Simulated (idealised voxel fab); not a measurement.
Title: Process Module voxel transistor to metal
FYI the section here is cut, 155 nm wide, cells are 5 nm squares.
A cross-section is a grid of square cells, given in bands from the top down. A band is one or more rows of cells.
What a band's entry tells you: where the top is and where the bottom is, as heights in nm, and after that what lies inside, material by material from left to right, each with its width in nm. Empty space is written as the word "air", and a single material marked with the word "all across" occupies the band from edge to edge.
Heights are expressed relative to 0, this being the level below which the as-received wafer comprises one material exclusively. The lowest band is unbounded in the downward direction and is denoted as in "0 -> down".
Graded width ("30 to 40"): value in top row of band = first number; value in bottom row = second number; row-to-row change constant.
Basically "nothing altered" means that step didn't change any cell in the cross-section.
Closed-off voids of 8+ cells (no open route to the top) go in "Fully enclosed voids", written width x height at distance from the left edge, in nm.
Heads up: the bit after the settings on a step's line is the simulator's remark on that step.
overlay nm: for a step with a mask, the amount by which the mask lay right of where it was planned; a negative amount means left of it.
[The following list gives the planned process steps]
1: RECEIVE with material Si
2: OXIDIZE with depth nm 5
3: CONFORMAL_DEP with material SiN, thk nm 15
4: DIRECTIONAL_DEP with material aC, thk nm 15
5: PATTERN with tone cover, mask id ACTIVE, material resist, width nm 110, thk nm 35, overlay nm 0
6: DIRECTIONAL_ETCH with etch materials aC, depth nm 15
7: STRIP with etch materials resist
8: DIRECTIONAL_ETCH with etch materials SiN, depth nm 15
9: DIRECTIONAL_ETCH with etch materials SiO2, depth nm 5
10: DIRECTIONAL_ETCH with etch materials Si, depth nm 35
11: STRIP with etch materials aC
12: OXIDIZE with depth nm 5
13: FILL_DEP with material SiO2, thk nm 15
14: CMP with height nm 15
15: SELECTIVE_ETCH with etch materials SiO2, depth nm 10
16: STRIP with etch materials SiN
17: SELECTIVE_ETCH with etch materials SiO2, depth nm 5
18: OXIDIZE with depth nm 5
19: DIRECTIONAL_DEP with material polySi, thk nm 25
20: DIRECTIONAL_DEP with material SiCN, thk nm 10
21: DIRECTIONAL_DEP with material aC, thk nm 10
22: PATTERN with tone cover, mask id GATE, material resist, width nm 20, thk nm 25, overlay nm 0
23: DIRECTIONAL_ETCH with etch materials aC, depth nm 10
24: STRIP with etch materials resist
25: DIRECTIONAL_ETCH with etch materials SiCN, depth nm 20
26: DIRECTIONAL_ETCH with etch materials polySi, depth nm 35
27: STRIP with etch materials aC
28: CONFORMAL_DEP with material SiN, thk nm 5
29: DIRECTIONAL_ETCH with etch materials SiN, depth nm 5
30: DIRECTIONAL_ETCH with etch materials SiO2, depth nm 5
31: DIRECTIONAL_ETCH with etch materials Si, depth nm 10
32: EPI with material pSi, thk nm 15
33: FILL_DEP with material SiO2, thk nm 10
34: CMP with height nm 30
35: DIRECTIONAL_DEP with material SiO2, thk nm 15
36: MASKED_ETCH with tone open, mask id CONTACT, width nm 30, pitch nm 60, etch materials SiO2, depth nm 50, overlay nm 0
37: CONFORMAL_DEP with material TiN, thk nm 5
38: FILL_DEP with material Ru, thk nm 10
39: CMP with height nm 45
40: CONFORMAL_DEP with material SiCN, thk nm 5
41: DIRECTIONAL_DEP with material SiO2, thk nm 25
42: PATTERN with tone open, mask id METAL_1, material resist, width nm 20, pitch nm 70, thk nm 20, overlay nm 0
43: DIRECTIONAL_ETCH with etch materials SiO2, depth nm 25
44: DIRECTIONAL_ETCH with etch materials SiCN, depth nm 5
45: STRIP with etch materials resist
46: CONFORMAL_DEP with material TiN, thk nm 5
47: FILL_DEP with material W, thk nm 5
48: CMP with height nm 75
49: EPI with material Ru, thk nm 5
50: FILL_DEP with material SiCN, thk nm 5
[As-received wafer cross-section (after step 1)]
> 0 -> down  Si all across
> Fully enclosed voids: none
[First wafer of two, sectioned at end of module; run went per plan]
> 85 -> 80  SiCN all across
> 80 -> 75  25 of SiCN | 30 of Ru | 40 of SiCN | 30 of Ru | 30 of SiCN
> 75 -> 50  30 of SiO2 | 5 of TiN | 10 of W | 5 of TiN | 50 of SiO2 | 5 of TiN | 10 of W | 5 of TiN | 35 of SiO2
> 50 -> 45  30 of SiCN | 20 of TiN | 50 of SiCN | 20 of TiN | 35 of SiCN
> 45 -> 30  30 of SiO2 | 5 of TiN | 20 of Ru | 5 of TiN | 30 of SiO2 | 5 of TiN | 20 of Ru | 5 of TiN | 35 of SiO2
> 30 -> 20  30 of SiO2 | 5 of TiN | 20 of Ru | 5 of TiN | 5 of SiN | 20 of SiCN | 5 of SiN | 5 of TiN | 20 of Ru | 5 of TiN | 35 of SiO2
> 20 -> 10  30 of SiO2 | 5 of TiN | 20 of Ru | 5 of TiN | 5 of SiN | 20 of polySi | 5 of SiN | 5 of TiN | 20 of Ru | 5 of TiN | 35 of SiO2
> 10 -> 5  30 of SiO2 | 5 of TiN | 5 of Ru | 20 of TiN | 5 of SiN | 20 of polySi | 5 of SiN | 20 of TiN | 5 of Ru | 5 of TiN | 35 of SiO2
> 5 -> 0  30 of SiO2 | 5 of TiN | 5 of Ru | 5 of TiN | 15 of pSi | 5 of SiN | 20 of polySi | 5 of SiN | 15 of pSi | 5 of TiN | 5 of Ru | 5 of TiN | 35 of SiO2
> 0 -> -5  15 of SiO2 | 5 of SiN | 10 of SiO2 | 15 of TiN | 15 of pSi | 5 of SiN | 20 of polySi | 5 of SiN | 15 of pSi | 15 of TiN | 10 of SiO2 | 5 of SiN | 20 of SiO2
> -5 -> -10  20 of SiO2 | 40 of pSi | 30 of SiO2 | 40 of pSi | 25 of SiO2
> -10 -> -20  25 of SiO2 | 35 of pSi | 30 of Si | 35 of pSi | 30 of SiO2
> -20 -> -45  25 of SiO2 | 100 of Si | 30 of SiO2
> -45 -> down  Si all across
> Fully enclosed voids: none
[End of module, second wafer, cross-section. Started like the first, planned like the first, run with one mistake]
> 85 -> 80  SiCN all across
> 80 -> 75  25 of SiCN | 30 of Ru | 40 of SiCN | 30 of Ru | 30 of SiCN
> 75 -> 50  30 of SiO2 | 5 of TiN | 10 of W | 5 of TiN | 50 of SiO2 | 5 of TiN | 10 of W | 5 of TiN | 35 of SiO2
> 50 -> 45  30 of SiCN | 20 of TiN | 50 of SiCN | 20 of TiN | 35 of SiCN
> 45 -> 30  30 of SiO2 | 5 of TiN | 20 of Ru | 5 of TiN | 30 of SiO2 | 5 of TiN | 20 of Ru | 5 of TiN | 35 of SiO2
> 30 -> 20  30 of SiO2 | 5 of TiN | 20 of Ru | 5 of TiN | 5 of SiN | 20 of SiCN | 5 of SiN | 5 of TiN | 20 of Ru | 5 of TiN | 35 of SiO2
> 20 -> 0  30 of SiO2 | 5 of TiN | 20 of Ru | 5 of TiN | 5 of SiN | 20 of polySi | 5 of SiN | 5 of TiN | 20 of Ru | 5 of TiN | 35 of SiO2
> 0 -> -5  15 of SiO2 | 5 of SiN | 10 of SiO2 | 30 of TiN | 5 of SiN | 20 of polySi | 5 of SiN | 30 of TiN | 10 of SiO2 | 5 of SiN | 20 of SiO2
> -5 -> -10  20 of SiO2 | 40 of pSi | 30 of SiO2 | 40 of pSi | 25 of SiO2
> -10 -> -45  25 of SiO2 | 100 of Si | 30 of SiO2
> -45 -> down  Si all across
> Fully enclosed voids: none
Here's what went sideways: the processing plan was not followed for steps 31 and 32, which were run with their positions exchanged
Looking at both finished wafers in cells, the second ends up ahead of or behind the first on some materials: Ru +12, Si +28, pSi -40
